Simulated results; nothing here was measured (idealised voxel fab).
Process module name: voxel released beams
The cross-section on display is named cut; it measures 205 nm wide, and its cells are 5 nm squares.
We lay out every cross-section as a grid of square cells and spell it out in bands from the top down, where one band means one or more rows of cells.
Band entry format. Leading values: height of top, height of bottom, nm. Remainder: materials in left-to-right order, each with its width in nm. Special words: "all across" on a single material, which then fills the band edge to edge; "blank", empty space.
It should be noted that heights are counted from 0, beneath which the wafer as supplied is of one material throughout, and that the lowest band possesses no lower boundary but continues downward, as written in "0 down".
Read "30->40" as a graded width: first number on top, second number at the bottom, same change between each pair of neighbouring rows.
Step note "nothing got changed" = no cross-section cell changed.
Closed empty spaces (no open way to the top) of 8 cells or more are what "Closed void roster" lists, each as width x height at distance from the left edge, nm for all three.
The remark found on a step's line after its settings is issued by the simulator itself and pertains to that step.
overlay nm: step with mask; distance mask lay right of planned place; negative value = left of planned place.
Layout of what follows: cross-section pairs, each bracketing one process step, the after cross-section shown only to the lowest band that changed, the step between and its settings noted under each pair. Pairs may originate in different runs of this module on the same starting wafer; a pair continues from the pair above only where its entry headed "Before step" says so.

**Before step**
    0 down = Si all across
    Closed void roster: none

**Post-Process View**
    10 to 0 = SiN all across
    Under the height 0 nothing was changed.
    Closed void roster: none
Which process step falls between the two cross-sections above? CONFORMAL_DEP [material SiN] [thk nm 10]

Before step: For the state before this step, see the after cross-section of the pair located directly above.

**Post-Process View**
    25 to 10 = SiO2 all across
    Under the height 10 nothing was changed.
    Closed void roster: none
Which process step falls between the two cross-sections above? DIRECTIONAL_DEP [material SiO2] [thk nm 15]

Before step: For the state before this step, see the after cross-section of the pair located directly above.

**Post-Process View**
    35 to 25 = aC all across
    Under the height 25 nothing was changed.
    Closed void roster: none
Which process step falls between the two cross-sections above? DIRECTIONAL_DEP [material aC] [thk nm 10]

Before step: For the state before this step, see the after cross-section of the pair located directly above.

**Post-Process View**
    65 to 35 = resist (60), then blank (25), then resist (120)
    Under the height 35 nothing was changed.
    Closed void roster: none
Which process step falls between the two cross-sections above? PATTERN [tone open] [mask id ANCHOR] [material resist] [width nm 25] [thk nm 30] [overlay nm 0]

Before step: For the state before this step, see the after cross-section of the pair located directly above.

**Post-Process View**
    55 to 35 = resist (60), then blank (25), then resist (120)
    35 to 25 = aC (60), then blank (25), then aC (120)
    Under the height 25 nothing was changed.
    Closed void roster: none
Which process step falls between the two cross-sections above? DIRECTIONAL_ETCH [etch materials aC] [depth nm 10]

Before step: For the state before this step, see the after cross-section of the pair located directly above.

**Post-Process View**
    35 to 25 = aC (60), then blank (25), then aC (120)
    Under the height 25 nothing was changed.
    Closed void roster: none
Which process step falls between the two cross-sections above? STRIP [etch materials resist]

Before step: For the state before this step, see the after cross-section of the pair located directly above.

**Post-Process View**
    35 to 25 = aC (60), then blank (25), then aC (120)
    25 to 10 = SiO2 (60), then blank (25), then SiO2 (120)
    Under the height 10 nothing was changed.
    Closed void roster: none
Which process step falls between the two cross-sections above? DIRECTIONAL_ETCH [etch materials SiO2] [depth nm 15]

Before step: For the state before this step, see the after cross-section of the pair located directly above.

**Post-Process View**
    25 to 10 = SiO2 (60), then blank (25), then SiO2 (120)
    Under the height 10 nothing was changed.
    Closed void roster: none
Which process step falls between the two cross-sections above? STRIP [etch materials aC]

Before step: For the state before this step, see the after cross-section of the pair located directly above.

**Post-Process View**
    35 to 25 = W (70), then blank (5), then W (130)
    25 to 20 = SiO2 (60), then W (10), then blank (5), then W (10), then SiO2 (120)
    20 to 10 = SiO2 (60), then W (25), then SiO2 (120)
    Under the height 10 nothing was changed.
    Closed void roster: none
Which process step falls between the two cross-sections above? CONFORMAL_DEP [material W] [thk nm 10]

Before step: For the state before this step, see the after cross-section of the pair located directly above.

**Post-Process View**
    50 to 35 = aC (70), then blank (5), then aC (130)
    35 to 25 = W (70), then aC (5), then W (130)
    25 to 20 = SiO2 (60), then W (10), then aC (5), then W (10), then SiO2 (120)
    Under the height 20 nothing was changed.
    Closed void roster: none
Which process step falls between the two cross-sections above? DIRECTIONAL_DEP [material aC] [thk nm 15]

Before step: For the state before this step, see the after cross-section of the pair located directly above.

**Post-Process View**
    85 to 50 = blank (55), then resist (90), then blank (60)
    50 to 35 = aC (70), then resist (5), then aC (130)
    Under the height 35 nothing was changed.
    Closed void roster: none
Which process step falls between the two cross-sections above? PATTERN [tone cover] [mask id BEAM] [material resist] [width nm 90] [thk nm 35] [overlay nm 0]

Before step: For the state before this step, see the after cross-section of the pair located directly above.

**Post-Process View**
    70 to 50 = blank (55), then resist (90), then blank (60)
    50 to 35 = blank (55), then aC (15), then resist (5), then aC (70), then blank (60)
    Under the height 35 nothing was changed.
    Closed void roster: none
Which process step falls between the two cross-sections above? DIRECTIONAL_ETCH [etch materials aC] [depth nm 15]

Before step: For the state before this step, see the after cross-section of the pair located directly above.

**Post-Process View**
    50 to 35 = blank (55), then aC (15), then blank (5), then aC (70), then blank (60)
    Under the height 35 nothing was changed.
    Closed void roster: none
Which process step falls between the two cross-sections above? STRIP [etch materials resist]

Before step: For the state before this step, see the after cross-section of the pair located directly above.

**Post-Process View**
    50 to 35 = blank (55), then aC (15), then blank (5), then aC (70), then blank (60)
    35 to 25 = blank (55), then W (15), then aC (5), then W (70), then blank (60)
    Under the height 25 nothing was changed.
    Closed void roster: none
Which process step falls between the two cross-sections above? DIRECTIONAL_ETCH [etch materials W] [depth nm 10]

Before step: For the state before this step, see the after cross-section of the pair located directly above.

**Post-Process View**
    35 to 25 = blank (55), then W (15), then blank (5), then W (70), then blank (60)
    25 to 20 = SiO2 (60), then W (10), then blank (5), then W (10), then SiO2 (120)
    Under the height 20 nothing was changed.
    Closed void roster: none
Which process step falls between the two cross-sections above? STRIP [etch materials aC]

Before step: For the state before this step, see the after cross-section of the pair located directly above.

**Post-Process View**
    35 to 25 = blank (55), then W (15), then blank (5), then W (70), then blank (60)
    25 to 20 = blank (60), then W (10), then blank (5), then W (10), then blank (120)
    20 to 10 = blank (60), then W (25), then blank (120)
    Under the height 10 nothing was changed.
    Closed void roster: none
Which process step falls between the two cross-sections above? STRIP [etch materials SiO2]

**Before step**
    0 down = Si all across
    Closed void roster: none

**Post-Process View**
    15 to 0 = SiO2 all across
    Under the height 0 nothing was changed.
    Closed void roster: none
Which process step falls between the two cross-sections above? DIRECTIONAL_DEP [material SiO2] [thk nm 15]

Before step: For the state before this step, see the after cross-section of the pair located directly above.

**Post-Process View**
    25 to 15 = aC all across
    Under the height 15 nothing was changed.
    Closed void roster: none
Which process step falls between the two cross-sections above? DIRECTIONAL_DEP [material aC] [thk nm 10]

Before step: For the state before this step, see the after cross-section of the pair located directly above.

**Post-Process View**
    55 to 25 = resist (60), then blank (25), then resist (120)
    Under the height 25 nothing was changed.
    Closed void roster: none
Which process step falls between the two cross-sections above? PATTERN [tone open] [mask id ANCHOR] [material resist] [width nm 25] [thk nm 30] [overlay nm 0]

Before step: For the state before this step, see the after cross-section of the pair located directly above.

**Post-Process View**
    45 to 25 = resist (60), then blank (25), then resist (120)
    25 to 15 = aC (60), then blank (25), then aC (120)
    Under the height 15 nothing was changed.
    Closed void roster: none
Which process step falls between the two cross-sections above? DIRECTIONAL_ETCH [etch materials aC] [depth nm 10]

Before step: For the state before this step, see the after cross-section of the pair located directly above.

**Post-Process View**
    25 to 15 = aC (60), then blank (25), then aC (120)
    Under the height 15 nothing was changed.
    Closed void roster: none
Which process step falls between the two cross-sections above? STRIP [etch materials resist]

Before step: For the state before this step, see the after cross-section of the pair located directly above.

**Post-Process View**
    25 to 15 = aC (60), then blank (25), then aC (120)
    15 to 0 = SiO2 (60), then blank (25), then SiO2 (120)
    Under the height 0 nothing was changed.
    Closed void roster: none
Which process step falls between the two cross-sections above? DIRECTIONAL_ETCH [etch materials SiO2] [depth nm 15]

Before step: For the state before this step, see the after cross-section of the pair located directly above.

**Post-Process View**
    15 to 0 = SiO2 (60), then blank (25), then SiO2 (120)
    Under the height 0 nothing was changed.
    Closed void roster: none
Which process step falls between the two cross-sections above? STRIP [etch materials aC]

Before step: For the state before this step, see the after cross-section of the pair located directly above.

**Post-Process View**
    25 to 15 = W (70), then blank (5), then W (130)
    15 to 10 = SiO2 (60), then W (10), then blank (5), then W (10), then SiO2 (120)
    10 to 0 = SiO2 (60), then W (25), then SiO2 (120)
    Under the height 0 nothing was changed.
    Closed void roster: none
Which process step falls between the two cross-sections above? CONFORMAL_DEP [material W] [thk nm 10]

Before step: For the state before this step, see the after cross-section of the pair located directly above.

**Post-Process View**
    40 to 25 = aC (70), then blank (5), then aC (130)
    25 to 15 = W (70), then aC (5), then W (130)
    15 to 10 = SiO2 (60), then W (10), then aC (5), then W (10), then SiO2 (120)
    Under the height 10 nothing was changed.
    Closed void roster: none
Which process step falls between the two cross-sections above? DIRECTIONAL_DEP [material aC] [thk nm 15]

Before step: For the state before this step, see the after cross-section of the pair located directly above.

**Post-Process View**
    75 to 40 = blank (55), then resist (90), then blank (60)
    40 to 25 = aC (70), then resist (5), then aC (130)
    Under the height 25 nothing was changed.
    Closed void roster: none
Which process step falls between the two cross-sections above? PATTERN [tone cover] [mask id BEAM] [material resist] [width nm 90] [thk nm 35] [overlay nm 0]

Before step: For the state before this step, see the after cross-section of the pair located directly above.

**Post-Process View**
    60 to 40 = blank (55), then resist (90), then blank (60)
    40 to 25 = blank (55), then aC (15), then resist (5), then aC (70), then blank (60)
    Under the height 25 nothing was changed.
    Closed void roster: none
Which process step falls between the two cross-sections above? DIRECTIONAL_ETCH [etch materials aC] [depth nm 15]

Before step: For the state before this step, see the after cross-section of the pair located directly above.

**Post-Process View**
    40 to 25 = blank (55), then aC (15), then blank (5), then aC (70), then blank (60)
    Under the height 25 nothing was changed.
    Closed void roster: none
Which process step falls between the two cross-sections above? STRIP [etch materials resist]

Before step: For the state before this step, see the after cross-section of the pair located directly above.

**Post-Process View**
    40 to 25 = blank (55), then aC (15), then blank (5), then aC (70), then blank (60)
    25 to 15 = blank (55), then W (15), then aC (5), then W (70), then blank (60)
    Under the height 15 nothing was changed.
    Closed void roster: none
Which process step falls between the two cross-sections above? DIRECTIONAL_ETCH [etch materials W] [depth nm 10]

Before step: For the state before this step, see the after cross-section of the pair located directly above.

**Post-Process View**
    25 to 15 = blank (55), then W (15), then blank (5), then W (70), then blank (60)
    15 to 10 = SiO2 (60), then W (10), then blank (5), then W (10), then SiO2 (120)
    Under the height 10 nothing was changed.
    Closed void roster: none
Which process step falls between the two cross-sections above? STRIP [etch materials aC]

Before step: For the state before this step, see the after cross-section of the pair located directly above.

**Post-Process View**
    25 to 15 = blank (55), then W (15), then blank (5), then W (70), then blank (60)
    15 to 10 = blank (60), then W (10), then blank (5), then W (10), then blank (120)
    10 to 0 = blank (60), then W (25), then blank (120)
    Under the height 0 nothing was changed.
    Closed void roster: none
Which process step falls between the two cross-sections above? STRIP [etch materials SiO2]

**Before step**
    70 to 50 = blank (55), then resist (90), then blank (60)
    50 to 35 = blank (55), then aC (15), then resist (5), then aC (70), then blank (60)
    35 to 25 = W (70), then aC (5), then W (130)
    25 to 20 = SiO2 (60), then W (10), then aC (5), then W (10), then SiO2 (120)
    20 to 10 = SiO2 (60), then W (25), then SiO2 (120)
    10 to 0 = SiN all across
    0 down = Si all across
    Closed void roster: none

**Post-Process View**
    55 to 50 = blank (55), then resist (90), then blank (60)
    Under the height 50 nothing was changed.
    Closed void roster: none
Which process step falls between the two cross-sections above? DIRECTIONAL_ETCH [etch materials aC] [depth nm 15]

Before step: For the state before this step, see the after cross-section of the pair located directly above.

**Post-Process View**
    50 to 35 = blank (55), then aC (15), then blank (5), then aC (70), then blank (60)
    Under the height 35 nothing was changed.
    Closed void roster: none
Which process step falls between the two cross-sections above? STRIP [etch materials resist]

**Before step**
    15 to 0 = SiO2 all across
    0 down = Si all across
    Closed void roster: none

**Post-Process View**
    25 to 15 = SiN all across
    Under the height 15 nothing was changed.
    Closed void roster: none
Which process step falls between the two cross-sections above? CONFORMAL_DEP [material SiN] [thk nm 10]

Before step: For the state before this step, see the after cross-section of the pair located directly above.

**Post-Process View**
    35 to 25 = aC all across
    Under the height 25 nothing was changed.
    Closed void roster: none
Which process step falls between the two cross-sections above? DIRECTIONAL_DEP [material aC] [thk nm 10]

Before step: For the state before this step, see the after cross-section of the pair located directly above.

**Post-Process View**
    65 to 35 = resist (60), then blank (25), then resist (120)
    Under the height 35 nothing was changed.
    Closed void roster: none
Which process step falls between the two cross-sections above? PATTERN [tone open] [mask id ANCHOR] [material resist] [width nm 25] [thk nm 30] [overlay nm 0]

Before step: For the state before this step, see the after cross-section of the pair located directly above.

**Post-Process View**
    55 to 35 = resist (60), then blank (25), then resist (120)
    35 to 25 = aC (60), then blank (25), then aC (120)
    Under the height 25 nothing was changed.
    Closed void roster: none
Which process step falls between the two cross-sections above? DIRECTIONAL_ETCH [etch materials aC] [depth nm 10]

Before step: For the state before this step, see the after cross-section of the pair located directly above.

**Post-Process View**
    35 to 25 = aC (60), then blank (25), then aC (120)
    Under the height 25 nothing was changed.
    Closed void roster: none
Which process step falls between the two cross-sections above? STRIP [etch materials resist]

Before step: For the state before this step, see the after cross-section of the pair located directly above.

**Post-Process View**
    25 to 15 = SiN all across
    Under the height 15 nothing was changed.
    Closed void roster: none
Which process step falls between the two cross-sections above? STRIP [etch materials aC]

Before step: For the state before this step, see the after cross-section of the pair located directly above.

**Post-Process View**
    35 to 25 = W all across
    Under the height 25 nothing was changed.
    Closed void roster: none
Which process step falls between the two cross-sections above? CONFORMAL_DEP [material W] [thk nm 10]

Before step: For the state before this step, see the after cross-section of the pair located directly above.

**Post-Process View**
    50 to 35 = aC all across
    Under the height 35 nothing was changed.
    Closed void roster: none
Which process step falls between the two cross-sections above? DIRECTIONAL_DEP [material aC] [thk nm 15]

Before step: For the state before this step, see the after cross-section of the pair located directly above.

**Post-Process View**
    85 to 50 = blank (55), then resist (90), then blank (60)
    Under the height 50 nothing was changed.
    Closed void roster: none
Which process step falls between the two cross-sections above? PATTERN [tone cover] [mask id BEAM] [material resist] [width nm 90] [thk nm 35] [overlay nm 0]

Before step: For the state before this step, see the after cross-section of the pair located directly above.

**Post-Process View**
    70 to 50 = blank (55), then resist (90), then blank (60)
    50 to 35 = blank (55), then aC (90), then blank (60)
    Under the height 35 nothing was changed.
    Closed void roster: none
Which process step falls between the two cross-sections above? DIRECTIONAL_ETCH [etch materials aC] [depth nm 15]

Before step: For the state before this step, see the after cross-section of the pair located directly above.

**Post-Process View**
    50 to 35 = blank (55), then aC (90), then blank (60)
    Under the height 35 nothing was changed.
    Closed void roster: none
Which process step falls between the two cross-sections above? STRIP [etch materials resist]

Before step: For the state before this step, see the after cross-section of the pair located directly above.

**Post-Process View**
    50 to 35 = blank (55), then aC (90), then blank (60)
    35 to 25 = blank (55), then W (90), then blank (60)
    Under the height 25 nothing was changed.
    Closed void roster: none
Which process step falls between the two cross-sections above? DIRECTIONAL_ETCH [etch materials W] [depth nm 10]

Before step: For the state before this step, see the after cross-section of the pair located directly above.

**Post-Process View**
    35 to 25 = blank (55), then W (90), then blank (60)
    Under the height 25 nothing was changed.
    Closed void roster: none
Which process step falls between the two cross-sections above? STRIP [etch materials aC]

**Before step**
    25 to 10 = SiO2 (60), then blank (25), then SiO2 (120)
    10 to 0 = SiN all across
    0 down = Si all across
    Closed void roster: none

**Post-Process View**
    40 to 25 = W all across
    25 to 10 = SiO2 (60), then W (25), then SiO2 (120)
    Under the height 10 nothing was changed.
    Closed void roster: none
Which process step falls between the two cross-sections above? CONFORMAL_DEP [material W] [thk nm 15]

Before step: For the state before this step, see the after cross-section of the pair located directly above.

**Post-Process View**
    55 to 40 = aC all across
    Under the height 40 nothing was changed.
    Closed void roster: none
Which process step falls between the two cross-sections above? DIRECTIONAL_DEP [material aC] [thk nm 15]

Before step: For the state before this step, see the after cross-section of the pair located directly above.

**Post-Process View**
    90 to 55 = blank (55), then resist (90), then blank (60)
    Under the height 55 nothing was changed.
    Closed void roster: none
Which process step falls between the two cross-sections above? PATTERN [tone cover] [mask id BEAM] [material resist] [width nm 90] [thk nm 35] [overlay nm 0]

Before step: For the state before this step, see the after cross-section of the pair located directly above.

**Post-Process View**
    75 to 55 = blank (55), then resist (90), then blank (60)
    55 to 40 = blank (55), then aC (90), then blank (60)
    Under the height 40 nothing was changed.
    Closed void roster: none
Which process step falls between the two cross-sections above? DIRECTIONAL_ETCH [etch materials aC] [depth nm 15]

Before step: For the state before this step, see the after cross-section of the pair located directly above.

**Post-Process View**
    55 to 40 = blank (55), then aC (90), then blank (60)
    Under the height 40 nothing was changed.
    Closed void roster: none
Which process step falls between the two cross-sections above? STRIP [etch materials resist]

Before step: For the state before this step, see the after cross-section of the pair located directly above.

**Post-Process View**
    55 to 40 = blank (55), then aC (90), then blank (60)
    40 to 30 = blank (55), then W (90), then blank (60)
    Under the height 30 nothing was changed.
    Closed void roster: none
Which process step falls between the two cross-sections above? DIRECTIONAL_ETCH [etch materials W] [depth nm 10]

Before step: For the state before this step, see the after cross-section of the pair located directly above.

**Post-Process View**
    40 to 30 = blank (55), then W (90), then blank (60)
    Under the height 30 nothing was changed.
    Closed void roster: none
Which process step falls between the two cross-sections above? STRIP [etch materials aC]

**Before step**
    50 to 35 = aC (70), then blank (5), then aC (130)
    35 to 25 = W (70), then aC (5), then W (130)
    25 to 20 = SiO2 (60), then W (10), then aC (5), then W (10), then SiO2 (120)
    20 to 10 = SiO2 (60), then W (25), then SiO2 (120)
    10 to 0 = SiN all across
    0 down = Si all across
    Closed void roster: none

**Post-Process View**
    85 to 50 = blank (60), then resist (80), then blank (65)
    50 to 35 = aC (70), then resist (5), then aC (130)
    Under the height 35 nothing was changed.
    Closed void roster: none
Which process step falls between the two cross-sections above? PATTERN [tone cover] [mask id BEAM] [material resist] [width nm 80] [thk nm 35] [overlay nm 0]

Before step: For the state before this step, see the after cross-section of the pair located directly above.

**Post-Process View**
    70 to 50 = blank (60), then resist (80), then blank (65)
    50 to 35 = blank (60), then aC (10), then resist (5), then aC (65), then blank (65)
    Under the height 35 nothing was changed.
    Closed void roster: none
Which process step falls between the two cross-sections above? DIRECTIONAL_ETCH [etch materials aC] [depth nm 15]

Before step: For the state before this step, see the after cross-section of the pair located directly above.

**Post-Process View**
    50 to 35 = blank (60), then aC (10), then blank (5), then aC (65), then blank (65)
    Under the height 35 nothing was changed.
    Closed void roster: none
Which process step falls between the two cross-sections above? STRIP [etch materials resist]

Before step: For the state before this step, see the after cross-section of the pair located directly above.

**Post-Process View**
    50 to 35 = blank (60), then aC (10), then blank (5), then aC (65), then blank (65)
    35 to 25 = blank (60), then W (10), then aC (5), then W (65), then blank (65)
    Under the height 25 nothing was changed.
    Closed void roster: none
Which process step falls between the two cross-sections above? DIRECTIONAL_ETCH [etch materials W] [depth nm 10]

Before step: For the state before this step, see the after cross-section of the pair located directly above.

**Post-Process View**
    35 to 25 = blank (60), then W (10), then blank (5), then W (65), then blank (65)
    25 to 20 = SiO2 (60), then W (10), then blank (5), then W (10), then SiO2 (120)
    Under the height 20 nothing was changed.
    Closed void roster: none
Which process step falls between the two cross-sections above? STRIP [etch materials aC]

Before step: For the state before this step, see the after cross-section of the pair located directly above.

**Post-Process View**
    35 to 25 = blank (60), then W (10), then blank (5), then W (65), then blank (65)
    25 to 20 = blank (60), then W (10), then blank (5), then W (10), then blank (120)
    20 to 10 = blank (60), then W (25), then blank (120)
    Under the height 10 nothing was changed.
    Closed void roster: none
Which process step falls between the two cross-sections above? STRIP [etch materials SiO2]

**Before step**
    50 to 35 = aC (70), then blank (5), then aC (130)
    35 to 25 = W (70), then aC (5), then W (130)
    25 to 20 = SiO2 (60), then W (10), then aC (5), then W (10), then SiO2 (120)
    20 to 10 = SiO2 (60), then W (25), then SiO2 (120)
    10 to 0 = SiN all across
    0 down = Si all across
    Closed void roster: none

**Post-Process View**
    85 to 50 = blank (45), then resist (90), then blank (70)
    50 to 35 = aC (70), then resist (5), then aC (130)
    Under the height 35 nothing was changed.
    Closed void roster: none
Which process step falls between the two cross-sections above? PATTERN [tone cover] [mask id BEAM] [material resist] [width nm 90] [thk nm 35] [overlay nm -10]

Before step: For the state before this step, see the after cross-section of the pair located directly above.

**Post-Process View**
    70 to 50 = blank (45), then resist (90), then blank (70)
    50 to 35 = blank (45), then aC (25), then resist (5), then aC (60), then blank (70)
    Under the height 35 nothing was changed.
    Closed void roster: none
Which process step falls between the two cross-sections above? DIRECTIONAL_ETCH [etch materials aC] [depth nm 15]

Before step: For the state before this step, see the after cross-section of the pair located directly above.

**Post-Process View**
    50 to 35 = blank (45), then aC (25), then blank (5), then aC (60), then blank (70)
    Under the height 35 nothing was changed.
    Closed void roster: none
Which process step falls between the two cross-sections above? STRIP [etch materials resist]

Before step: For the state before this step, see the after cross-section of the pair located directly above.

**Post-Process View**
    50 to 35 = blank (45), then aC (25), then blank (5), then aC (60), then blank (70)
    35 to 25 = blank (45), then W (25), then aC (5), then W (60), then blank (70)
    Under the height 25 nothing was changed.
    Closed void roster: none
Which process step falls between the two cross-sections above? DIRECTIONAL_ETCH [etch materials W] [depth nm 10]

Before step: For the state before this step, see the after cross-section of the pair located directly above.

**Post-Process View**
    35 to 25 = blank (45), then W (25), then blank (5), then W (60), then blank (70)
    25 to 20 = SiO2 (60), then W (10), then blank (5), then W (10), then SiO2 (120)
    Under the height 20 nothing was changed.
    Closed void roster: none
Which process step falls between the two cross-sections above? STRIP [etch materials aC]

Before step: For the state before this step, see the after cross-section of the pair located directly above.

**Post-Process View**
    35 to 25 = blank (45), then W (25), then blank (5), then W (60), then blank (70)
    25 to 20 = blank (60), then W (10), then blank (5), then W (10), then blank (120)
    20 to 10 = blank (60), then W (25), then blank (120)
    Under the height 10 nothing was changed.
    Closed void roster: none
Which process step falls between the two cross-sections above? STRIP [etch materials SiO2]

**Before step**
    10 to 0 = SiN all across
    0 down = Si all across
    Closed void roster: none

**Post-Process View**
    25 to 10 = W all across
    Under the height 10 nothing was changed.
    Closed void roster: none
Which process step falls between the two cross-sections above? DIRECTIONAL_DEP [material W] [thk nm 15]

Before step: For the state before this step, see the after cross-section of the pair located directly above.

**Post-Process View**
    35 to 25 = aC all across
    Under the height 25 nothing was changed.
    Closed void roster: none
Which process step falls between the two cross-sections above? DIRECTIONAL_DEP [material aC] [thk nm 10]

Before step: For the state before this step, see the after cross-section of the pair located directly above.

**Post-Process View**
    65 to 35 = resist (60), then blank (25), then resist (120)
    Under the height 35 nothing was changed.
    Closed void roster: none
Which process step falls between the two cross-sections above? PATTERN [tone open] [mask id ANCHOR] [material resist] [width nm 25] [thk nm 30] [overlay nm 0]

Before step: For the state before this step, see the after cross-section of the pair located directly above.

**Post-Process View**
    55 to 35 = resist (60), then blank (25), then resist (120)
    35 to 25 = aC (60), then blank (25), then aC (120)
    Under the height 25 nothing was changed.
    Closed void roster: none
Which process step falls between the two cross-sections above? DIRECTIONAL_ETCH [etch materials aC] [depth nm 10]

Before step: For the state before this step, see the after cross-section of the pair located directly above.

**Post-Process View**
    35 to 25 = aC (60), then blank (25), then aC (120)
    Under the height 25 nothing was changed.
    Closed void roster: none
Which process step falls between the two cross-sections above? STRIP [etch materials resist]

Before step: For the state before this step, see the after cross-section of the pair located directly above.

**Post-Process View**
    25 to 10 = W all across
    Under the height 10 nothing was changed.
    Closed void roster: none
Which process step falls between the two cross-sections above? STRIP [etch materials aC]

Before step: For the state before this step, see the after cross-section of the pair located directly above.

**Post-Process View**
    35 to 10 = W all across
    Under the height 10 nothing was changed.
    Closed void roster: none
Which process step falls between the two cross-sections above? CONFORMAL_DEP [material W] [thk nm 10]

Before step: For the state before this step, see the after cross-section of the pair located directly above.

**Post-Process View**
    50 to 35 = aC all across
    Under the height 35 nothing was changed.
    Closed void roster: none
Which process step falls between the two cross-sections above? DIRECTIONAL_DEP [material aC] [thk nm 15]

Before step: For the state before this step, see the after cross-section of the pair located directly above.

**Post-Process View**
    85 to 50 = blank (55), then resist (90), then blank (60)
    Under the height 50 nothing was changed.
    Closed void roster: none
Which process step falls between the two cross-sections above? PATTERN [tone cover] [mask id BEAM] [material resist] [width nm 90] [thk nm 35] [overlay nm 0]

Before step: For the state before this step, see the after cross-section of the pair located directly above.

**Post-Process View**
    70 to 50 = blank (55), then resist (90), then blank (60)
    50 to 35 = blank (55), then aC (90), then blank (60)
    Under the height 35 nothing was changed.
    Closed void roster: none
Which process step falls between the two cross-sections above? DIRECTIONAL_ETCH [etch materials aC] [depth nm 15]

Before step: For the state before this step, see the after cross-section of the pair located directly above.

**Post-Process View**
    50 to 35 = blank (55), then aC (90), then blank (60)
    Under the height 35 nothing was changed.
    Closed void roster: none
Which process step falls between the two cross-sections above? STRIP [etch materials resist]

Before step: For the state before this step, see the after cross-section of the pair located directly above.

**Post-Process View**
    50 to 35 = blank (55), then aC (90), then blank (60)
    35 to 25 = blank (55), then W (90), then blank (60)
    Under the height 25 nothing was changed.
    Closed void roster: none
Which process step falls between the two cross-sections above? DIRECTIONAL_ETCH [etch materials W] [depth nm 10]

Before step: For the state before this step, see the after cross-section of the pair located directly above.

**Post-Process View**
    35 to 25 = blank (55), then W (90), then blank (60)
    Under the height 25 nothing was changed.
    Closed void roster: none
Which process step falls between the two cross-sections above? STRIP [etch materials aC]

**Before step**
    35 to 25 = aC all across
    25 to 10 = SiO2 all across
    10 to 0 = SiN all across
    0 down = Si all across
    Closed void roster: none

**Post-Process View**
    65 to 35 = blank (60), then resist (25), then blank (120)
    Under the height 35 nothing was changed.
    Closed void roster: none
Which process step falls between the two cross-sections above? PATTERN [tone cover] [mask id ANCHOR] [material resist] [width nm 25] [thk nm 30] [overlay nm 0]

Before step: For the state before this step, see the after cross-section of the pair located directly above.

**Post-Process View**
    55 to 35 = blank (60), then resist (25), then blank (120)
    35 to 25 = blank (60), then aC (25), then blank (120)
    Under the height 25 nothing was changed.
    Closed void roster: none
Which process step falls between the two cross-sections above? DIRECTIONAL_ETCH [etch materials aC] [depth nm 10]

Before step: For the state before this step, see the after cross-section of the pair located directly above.

**Post-Process View**
    35 to 25 = blank (60), then aC (25), then blank (120)
    Under the height 25 nothing was changed.
    Closed void roster: none
Which process step falls between the two cross-sections above? STRIP [etch materials resist]

Before step: For the state before this step, see the after cross-section of the pair located directly above.

**Post-Process View**
    35 to 25 = blank (60), then aC (25), then blank (120)
    25 to 10 = blank (60), then SiO2 (25), then blank (120)
    Under the height 10 nothing was changed.
    Closed void roster: none
Which process step falls between the two cross-sections above? DIRECTIONAL_ETCH [etch materials SiO2] [depth nm 15]

Before step: For the state before this step, see the after cross-section of the pair located directly above.

**Post-Process View**
    25 to 10 = blank (60), then SiO2 (25), then blank (120)
    Under the height 10 nothing was changed.
    Closed void roster: none
Which process step falls between the two cross-sections above? STRIP [etch materials aC]

Before step: For the state before this step, see the after cross-section of the pair located directly above.

**Post-Process View**
    35 to 25 = blank (50), then W (45), then blank (110)
    25 to 20 = blank (50), then W (10), then SiO2 (25), then W (10), then blank (110)
    20 to 10 = W (60), then SiO2 (25), then W (120)
    Under the height 10 nothing was changed.
    Closed void roster: none
Which process step falls between the two cross-sections above? CONFORMAL_DEP [material W] [thk nm 10]

Before step: For the state before this step, see the after cross-section of the pair located directly above.

**Post-Process View**
    50 to 35 = blank (50), then aC (45), then blank (110)
    35 to 25 = aC (50), then W (45), then aC (110)
    25 to 20 = aC (50), then W (10), then SiO2 (25), then W (10), then aC (110)
    Under the height 20 nothing was changed.
    Closed void roster: none
Which process step falls between the two cross-sections above? DIRECTIONAL_DEP [material aC] [thk nm 15]

Before step: For the state before this step, see the after cross-section of the pair located directly above.

**Post-Process View**
    85 to 50 = blank (55), then resist (90), then blank (60)
    50 to 35 = blank (50), then aC (45), then resist (50), then blank (60)
    Under the height 35 nothing was changed.
    Closed void roster: none
Which process step falls between the two cross-sections above? PATTERN [tone cover] [mask id BEAM] [material resist] [width nm 90] [thk nm 35] [overlay nm 0]

Before step: For the state before this step, see the after cross-section of the pair located directly above.

**Post-Process View**
    70 to 50 = blank (55), then resist (90), then blank (60)
    50 to 35 = blank (55), then aC (40), then resist (50), then blank (60)
    35 to 25 = blank (50), then W (45), then aC (50), then blank (60)
    25 to 20 = blank (50), then W (10), then SiO2 (25), then W (10), then aC (50), then blank (60)
    Under the height 20 nothing was changed.
    Closed void roster: none
Which process step falls between the two cross-sections above? DIRECTIONAL_ETCH [etch materials aC] [depth nm 15]

Before step: For the state before this step, see the after cross-section of the pair located directly above.

**Post-Process View**
    50 to 35 = blank (55), then aC (40), then blank (110)
    Under the height 35 nothing was changed.
    Closed void roster: none
Which process step falls between the two cross-sections above? STRIP [etch materials resist]

Before step: For the state before this step, see the after cross-section of the pair located directly above.

**Post-Process View**
    50 to 35 = blank (55), then aC (40), then blank (110)
    35 to 25 = blank (55), then W (40), then aC (50), then blank (60)
    25 to 20 = blank (50), then W (10), then SiO2 (25), then W (10), then aC (50), then blank (60)
    20 to 10 = blank (50), then W (10), then SiO2 (25), then W (60), then blank (60)
    Under the height 10 nothing was changed.
    Closed void roster: none
Which process step falls between the two cross-sections above? DIRECTIONAL_ETCH [etch materials W] [depth nm 10]

Before step: For the state before this step, see the after cross-section of the pair located directly above.

**Post-Process View**
    35 to 25 = blank (55), then W (40), then blank (110)
    25 to 20 = blank (50), then W (10), then SiO2 (25), then W (10), then blank (110)
    Under the height 20 nothing was changed.
    Closed void roster: none
Which process step falls between the two cross-sections above? STRIP [etch materials aC]
